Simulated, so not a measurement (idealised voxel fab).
Process module in this document: voxel capacitor over wiring
Xsec cut, 230 nm wide, square cell size 5 nm.
Square cells in a grid make up a cross-section in this document, and the grid is given as bands, listed from the top down, each one or more rows of cells.
Each band's line starts with the height of the band's top and of its bottom, in nm. Then come its materials from left to right, each with its width in nm. One material with "all across" fills the band from edge to edge. "blank" is empty space.
Below 0: as-received wafer, all one material; heights counted from there. Lowest band: no bottom, goes on down, written "top 0, no bottom".
With a width like "30..40", each row of cells in the band differs from the next by the same amount, the top row carrying the first number and the bottom row the second.
Reading "nothing different" for a step: not a cell of the cross-section changed in it.
"Enclosed empty spaces" means: voids of 8 cells or more that are shut off from the top with no open way through. Written width x height at distance, distance from the left edge, in nm.
On each step's line, the part that comes after the settings is the simulator's own comment on the step.
overlay nm: mask right of planned place by this much (step with mask). Neg. = left.
Below is the list of planned process steps
step 1: RECEIVE: material Si
step 2: CONFORMAL_DEP: material SiO2, thk nm 10
step 3: CONFORMAL_DEP: material SiCN, thk nm 5
step 4: DIRECTIONAL_DEP: material SiO2, thk nm 20
step 5: DIRECTIONAL_DEP: material aC, thk nm 10
step 6: PATTERN: tone open, mask id METAL_1, material resist, width nm 25, pitch nm 95, thk nm 25, overlay nm 0
step 7: DIRECTIONAL_ETCH: etch materials aC, depth nm 10
step 8: STRIP: etch materials resist
step 9: DIRECTIONAL_ETCH: etch materials SiO2, depth nm 20
step 10: DIRECTIONAL_ETCH: etch materials SiCN, depth nm 5
step 11: STRIP: etch materials aC
step 12: CONFORMAL_DEP: material TiN, thk nm 5
step 13: FILL_DEP: material Cu, thk nm 10
step 14: CMP: height nm 35
step 15: CONFORMAL_DEP: material SiCN, thk nm 5
step 16: DIRECTIONAL_DEP: material SiO2, thk nm 10
step 17: PATTERN: tone open, mask id PLUG_1, material resist, width nm 15, thk nm 15, overlay nm 0
step 18: DIRECTIONAL_ETCH: etch materials SiO2, depth nm 10
step 19: DIRECTIONAL_ETCH: etch materials SiCN, depth nm 5
step 20: STRIP: etch materials resist
step 21: CONFORMAL_DEP: material TiN, thk nm 5
step 22: FILL_DEP: material Cu, thk nm 10
step 23: CMP: height nm 50
step 24: DIRECTIONAL_DEP: material TiN, thk nm 5
step 25: DIRECTIONAL_DEP: material SiN, thk nm 5
step 26: DIRECTIONAL_DEP: material TiN, thk nm 5
step 27: MASKED_ETCH: tone cover, mask id UPPER_PLATE, width nm 75, etch materials TiN, depth nm 5, overlay nm 0
step 28: MASKED_ETCH: tone cover, mask id UPPER_PLATE, width nm 75, etch materials SiN, depth nm 5, overlay nm 0
step 29: DIRECTIONAL_DEP: material aC, thk nm 10
step 30: PATTERN: tone cover, mask id LOWER_PLATE, material resist, width nm 85, thk nm 25, overlay nm 0
step 31: DIRECTIONAL_ETCH: etch materials aC, depth nm 10
step 32: STRIP: etch materials resist
step 33: DIRECTIONAL_ETCH: etch materials TiN, depth nm 5
step 34: STRIP: etch materials aC
step 35: FILL_DEP: material SiO2, thk nm 15
step 36: CMP: height nm 75
step 37: DIRECTIONAL_DEP: material aC, thk nm 15
step 38: PATTERN: tone open, mask id PLUG_2, material resist, width nm 15, thk nm 30, overlay nm 0
step 39: DIRECTIONAL_ETCH: etch materials aC, depth nm 15
step 40: STRIP: etch materials resist
step 41: DIRECTIONAL_ETCH: etch materials SiO2, depth nm 10
step 42: STRIP: etch materials aC
step 43: CONFORMAL_DEP: material TiN, thk nm 5
step 44: FILL_DEP: material W, thk nm 10
step 45: CMP: height nm 75
step 46: CONFORMAL_DEP: material SiN, thk nm 5
Where the wafers of this document differ is in the width nm of step 38; they start out the same, and the plan states the value that applied to the first wafer.
Here's the first of the wafers in cross-section, just as we got it, i.e. after step 1
* top 0, no bottom = Si all across
* Enclosed empty spaces: none
Cross-section of the first of several wafers, taken after step 46, where the module ends
* top 80, bottom 75 = SiN all across
* top 75, bottom 70 = SiO2 75 nm, then TiN 5 nm, then W 5 nm, then TiN 5 nm, then SiO2 140 nm
* top 70, bottom 60 = SiO2 75..65 nm, then TiN 15..75 nm, then SiO2 140..90 nm
* top 60, bottom 55 = SiO2 65 nm, then SiN 75 nm, then SiO2 90 nm
* top 55, bottom 50 = SiO2 60 nm, then TiN 85 nm, then SiO2 85 nm
* top 50, bottom 40 = SiO2 65 nm, then TiN 5 nm, then Cu 5 nm, then TiN 5 nm, then SiO2 150 nm
* top 40, bottom 35 = SiCN 65 nm, then TiN 15 nm, then SiCN 150 nm
* top 35, bottom 15 = SiO2 55 nm, then TiN 5 nm, then Cu 15 nm, then TiN 5 nm, then SiO2 70 nm, then TiN 5 nm, then Cu 15 nm, then TiN 5 nm, then SiO2 55 nm
* top 15, bottom 10 = SiCN 55 nm, then TiN 25 nm, then SiCN 70 nm, then TiN 25 nm, then SiCN 55 nm
* top 10, bottom 0 = SiO2 all across
* top 0, no bottom = Si all across
* Enclosed empty spaces: none
End of module: cross-section, last of several wafers
* top 80, bottom 75 = SiN all across
* top 75, bottom 70 = SiO2 70 nm, then TiN 5 nm, then W 20 nm, then TiN 5 nm, then SiO2 130 nm
* top 70, bottom 60 = SiO2 70..65 nm, then TiN 30..75 nm, then SiO2 130..90 nm
* top 60, bottom 55 = SiO2 65 nm, then SiN 75 nm, then SiO2 90 nm
* top 55, bottom 50 = SiO2 60 nm, then TiN 85 nm, then SiO2 85 nm
* top 50, bottom 40 = SiO2 65 nm, then TiN 5 nm, then Cu 5 nm, then TiN 5 nm, then SiO2 150 nm
* top 40, bottom 35 = SiCN 65 nm, then TiN 15 nm, then SiCN 150 nm
* top 35, bottom 15 = SiO2 55 nm, then TiN 5 nm, then Cu 15 nm, then TiN 5 nm, then SiO2 70 nm, then TiN 5 nm, then Cu 15 nm, then TiN 5 nm, then SiO2 55 nm
* top 15, bottom 10 = SiCN 55 nm, then TiN 25 nm, then SiCN 70 nm, then TiN 25 nm, then SiCN 55 nm
* top 10, bottom 0 = SiO2 all across
* top 0, no bottom = Si all across
* Enclosed empty spaces: none
Each wafer at the end: cells of each material gained (+) or lost (-) since it was received, then its closed voids
width nm 15 | +26 Cu | +79 SiCN | +61 SiN | +499 SiO2 | +70 TiN | +1 W | Enclosed empty spaces: none
width nm 20 | +26 Cu | +79 SiCN | +61 SiN | +497 SiO2 | +71 TiN | +2 W | Enclosed empty spaces: none
width nm 25 | +26 Cu | +79 SiCN | +61 SiN | +495 SiO2 | +72 TiN | +3 W | Enclosed empty spaces: none
width nm 30 | +26 Cu | +79 SiCN | +61 SiN | +493 SiO2 | +73 TiN | +4 W | Enclosed empty spaces: none
